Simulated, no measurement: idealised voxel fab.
The following process module bears the name voxel air gaps.
cross-section cut | 190 nm wide | cells 5 nm
When this document writes out a cross-section, it uses a grid of square cells and lists it as bands, beginning at the top and moving down, with a band standing for one or more rows of cells. First you get the band's top height and its bottom height, in nm, and then the materials it's made of, left to right, with each width in nm. If you see a single material with "throughout", that one covers the band edge to edge. "blank" is empty space. Where do heights start? At 0: under that level the wafer as delivered is made of one material only. And the lowest band has no floor; it just carries on downward, as in "0..down". When a width is written as two numbers, as in "30..40", the first number is the width in the top row of cells of the band and the second is the width in its bottom row, and the width changes by the same amount from each row to the next. Step note "remained unchanged" = no cross-section cell changed. What "Unvented voids" gives you is every empty space of 8 cells or more that is cut off from the top. Each appears as width x height at distance, with the distance taken from the left edge and width, height and distance all in nm. What comes after the settings on a step's line is commentary from the simulator itself on that step. overlay nm: on a step with a mask, how far right of its planned place the mask lay; negative means left.

Below is the list of planned process steps
- 1: RECEIVE: material Si
- 2: CONFORMAL_DEP: material SiO2, thk nm 15
- 3: CONFORMAL_DEP: material SiCN, thk nm 5
- 4: DIRECTIONAL_DEP: material lowk, thk nm 35
- 5: DIRECTIONAL_DEP: material aC, thk nm 15
- 6: PATTERN: tone open, mask id LINES, material resist, width nm 15, pitch nm 45, thk nm 30, overlay nm 0
- 7: DIRECTIONAL_ETCH: etch materials aC, depth nm 15
- 8: STRIP: etch materials resist
- 9: DIRECTIONAL_ETCH: etch materials lowk, depth nm 35
- 10: STRIP: etch materials aC
- 11: CONFORMAL_DEP: material TiN, thk nm 5
- 12: FILL_DEP: material Cu, thk nm 10
- 13: CMP: height nm 55
- 14: EPI: material Ru, thk nm 10
- 15: SELECTIVE_ETCH: etch materials lowk, depth nm 45
- 16: CONFORMAL_DEP: material SiCN, thk nm 5

Received-state cross-section, reflecting completion of step 1
0..down  Si throughout
Unvented voids: none

This is how the wafer looks in cross-section once the module is done, given the starting state and plan above and one mistake in carrying the plan out
70..65  SiCN throughout
65..55  Ru throughout
55..45  Cu throughout
45..40  TiN 45, Cu 5, TiN 40, Cu 5, TiN 40, Cu 5, TiN 50
40..10  lowk 40, TiN 5, Cu 5, TiN 5, lowk 30, TiN 5, Cu 5, TiN 5, lowk 30, TiN 5, Cu 5, TiN 5, lowk 45
10..5  lowk 40, TiN 15, lowk 30, TiN 15, lowk 30, TiN 15, lowk 45
5..0  SiCN throughout
0..down  Si throughout
Unvented voids: none
Want to know what went wrong? with respect to the plan, step 2 was omitted and not executed
